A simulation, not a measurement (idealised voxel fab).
Name of the process module below: voxel capacitor over wiring
For reference, the cross-section in this document is cut, with width 300 nm and square cells of 5 nm.
Format of a cross-section: grid, square cells. Given as bands. Order: top down. Band: one or more rows of cells. First you get the band's top height and its bottom height, in nm, and then the materials it's made of, left to right, with each width in nm. If you see a single material with "all across", that one covers the band edge to edge. "air" is empty space. Height reference: 0 = level under which incoming wafer is all one material. Lowest band: no bottom, runs on downward, e.g. "0 and below". The two numbers in a width such as "30->40" mark its ends across the band: the first belongs to the top row of cells, the second to the bottom row, and from each row to the next the width moves by the same amount. What does "nothing was modified" mean for a step? It means no cell of the cross-section changed in that step. "Closed internal cavities" specifies each empty space that is not open to the top and that occupies no fewer than 8 cells, using the form width x height at distance, the distance measured from the left edge and all three quantities in nm. Where a step's line continues beyond its settings, the continuation is a remark by the simulator itself on that step. A step's line can hold "overlay nm"; with a mask on that step, the setting says how far right of the planned place the mask lay, while a negative setting says it lay to the left.

### Planned process steps
1. RECEIVE [material Si]
2. CONFORMAL_DEP [material SiO2] [thk nm 10]
3. CONFORMAL_DEP [material SiN] [thk nm 5]
4. DIRECTIONAL_DEP [material SiO2] [thk nm 20]
5. DIRECTIONAL_DEP [material aC] [thk nm 10]
6. PATTERN [tone open] [mask id METAL_1] [material resist] [width nm 20] [pitch nm 75] [thk nm 30] [overlay nm -15]
7. DIRECTIONAL_ETCH [etch materials aC] [depth nm 10]
8. STRIP [etch materials resist]
9. DIRECTIONAL_ETCH [etch materials SiO2] [depth nm 20]
10. DIRECTIONAL_ETCH [etch materials SiN] [depth nm 5]
11. STRIP [etch materials aC]
12. CONFORMAL_DEP [material TiN] [thk nm 5]
13. FILL_DEP [material Cu] [thk nm 10]
14. CMP [height nm 35]
15. CONFORMAL_DEP [material SiCN] [thk nm 5]
16. DIRECTIONAL_DEP [material lowk] [thk nm 10]
17. DIRECTIONAL_DEP [material aC] [thk nm 10]
18. PATTERN [tone open] [mask id PLUG_1] [material resist] [width nm 15] [thk nm 30] [overlay nm 0]
19. DIRECTIONAL_ETCH [etch materials aC] [depth nm 10]
20. STRIP [etch materials resist]
21. DIRECTIONAL_ETCH [etch materials lowk] [depth nm 10]
22. DIRECTIONAL_ETCH [etch materials SiCN] [depth nm 5]
23. STRIP [etch materials aC]
24. CONFORMAL_DEP [material TiN] [thk nm 5]
25. FILL_DEP [material W] [thk nm 10]
26. CMP [height nm 50]
27. DIRECTIONAL_DEP [material TiN] [thk nm 10]
28. DIRECTIONAL_DEP [material Al2O3] [thk nm 5]
29. DIRECTIONAL_DEP [material TiN] [thk nm 10]
30. MASKED_ETCH [tone cover] [mask id UPPER_PLATE] [width nm 60] [etch materials TiN] [depth nm 10] [overlay nm 0]
31. MASKED_ETCH [tone cover] [mask id UPPER_PLATE] [width nm 60] [etch materials Al2O3] [depth nm 5] [overlay nm 0]
32. MASKED_ETCH [tone cover] [mask id LOWER_PLATE] [width nm 70] [etch materials TiN] [depth nm 10] [overlay nm 0]
33. FILL_DEP [material SiO2] [thk nm 15]
34. CMP [height nm 85]
35. MASKED_ETCH [tone open] [mask id PLUG_2] [width nm 15] [etch materials SiO2] [depth nm 10] [overlay nm 0]
36. CONFORMAL_DEP [material TiN] [thk nm 5]
37. FILL_DEP [material Cu] [thk nm 10]
38. CMP [height nm 85]
39. CONFORMAL_DEP [material SiN] [thk nm 5]
The wafers are alike at the start. At step 6, their overlay nm differs. The plan lists the first wafer's value.

### Cross-sectional view of the first of several wafers in the as-received condition, corresponding to the state following step 1
> 0 and below  Si all across
> Closed internal cavities: none

### Quick look at the cross-section of the first of several wafers after step 39, which wraps up the module
> 90 down to 85  SiN all across
> 85 down to 80  115 of SiO2, 5 of TiN, 5 of Cu, 5 of TiN, 170 of SiO2
> 80 down to 75  115 of SiO2, 15 of TiN, 170 of SiO2
> 75 down to 65  105 of SiO2, 60 of TiN, 135 of SiO2
> 65 down to 60  105 of SiO2, 60 of Al2O3, 135 of SiO2
> 60 down to 50  100 of SiO2, 70 of TiN, 130 of SiO2
> 50 down to 40  105 of lowk, 5 of TiN, 5 of W, 5 of TiN, 180 of lowk
> 40 down to 35  105 of SiCN, 15 of TiN, 180 of SiCN
> 35 down to 15  85 of SiO2, 5 of TiN, 10 of Cu, 5 of TiN, 55 of SiO2, 5 of TiN, 10 of Cu, 5 of TiN, 120 of SiO2
> 15 down to 10  85 of SiN, 20 of TiN, 55 of SiN, 20 of TiN, 120 of SiN
> 10 down to 0  SiO2 all across
> 0 and below  Si all across
> Closed internal cavities: none

### The last wafer as seen in cross-section at the end of the module
> 90 down to 85  SiN all across
> 85 down to 80  115 of SiO2, 5 of TiN, 5 of Cu, 5 of TiN, 170 of SiO2
> 80 down to 75  115 of SiO2, 15 of TiN, 170 of SiO2
> 75 down to 65  105 of SiO2, 60 of TiN, 135 of SiO2
> 65 down to 60  105 of SiO2, 60 of Al2O3, 135 of SiO2
> 60 down to 50  100 of SiO2, 70 of TiN, 130 of SiO2
> 50 down to 40  105 of lowk, 5 of TiN, 5 of W, 5 of TiN, 180 of lowk
> 40 down to 35  105 of SiCN, 15 of TiN, 180 of SiCN
> 35 down to 15  115 of SiO2, 5 of TiN, 10 of Cu, 5 of TiN, 55 of SiO2, 5 of TiN, 10 of Cu, 5 of TiN, 90 of SiO2
> 15 down to 10  115 of SiN, 20 of TiN, 55 of SiN, 20 of TiN, 90 of SiN
> 10 down to 0  SiO2 all across
> 0 and below  Si all across
> Closed internal cavities: none

### Per-wafer rows below. For each material: cells gained (+) or lost (-) since the wafer was received, as of end of module. Then: closed voids
overlay nm -15 | +12 Al2O3 | +17 Cu | +57 SiCN | +112 SiN | +678 SiO2 | +88 TiN | +2 W | +114 lowk | Closed internal cavities: none
overlay nm -10 | +12 Al2O3 | +17 Cu | +57 SiCN | +112 SiN | +678 SiO2 | +88 TiN | +2 W | +114 lowk | Closed internal cavities: none
overlay nm -5 | +12 Al2O3 | +17 Cu | +57 SiCN | +112 SiN | +678 SiO2 | +88 TiN | +2 W | +114 lowk | Closed internal cavities: none
overlay nm 0 | +12 Al2O3 | +17 Cu | +57 SiCN | +112 SiN | +678 SiO2 | +88 TiN | +2 W | +114 lowk | Closed internal cavities: none
overlay nm 5 | +12 Al2O3 | +17 Cu | +57 SiCN | +112 SiN | +678 SiO2 | +88 TiN | +2 W | +114 lowk | Closed internal cavities: none
overlay nm 10 | +12 Al2O3 | +17 Cu | +57 SiCN | +112 SiN | +678 SiO2 | +88 TiN | +2 W | +114 lowk | Closed internal cavities: none
overlay nm 15 | +12 Al2O3 | +17 Cu | +57 SiCN | +112 SiN | +678 SiO2 | +88 TiN | +2 W | +114 lowk | Closed internal cavities: none
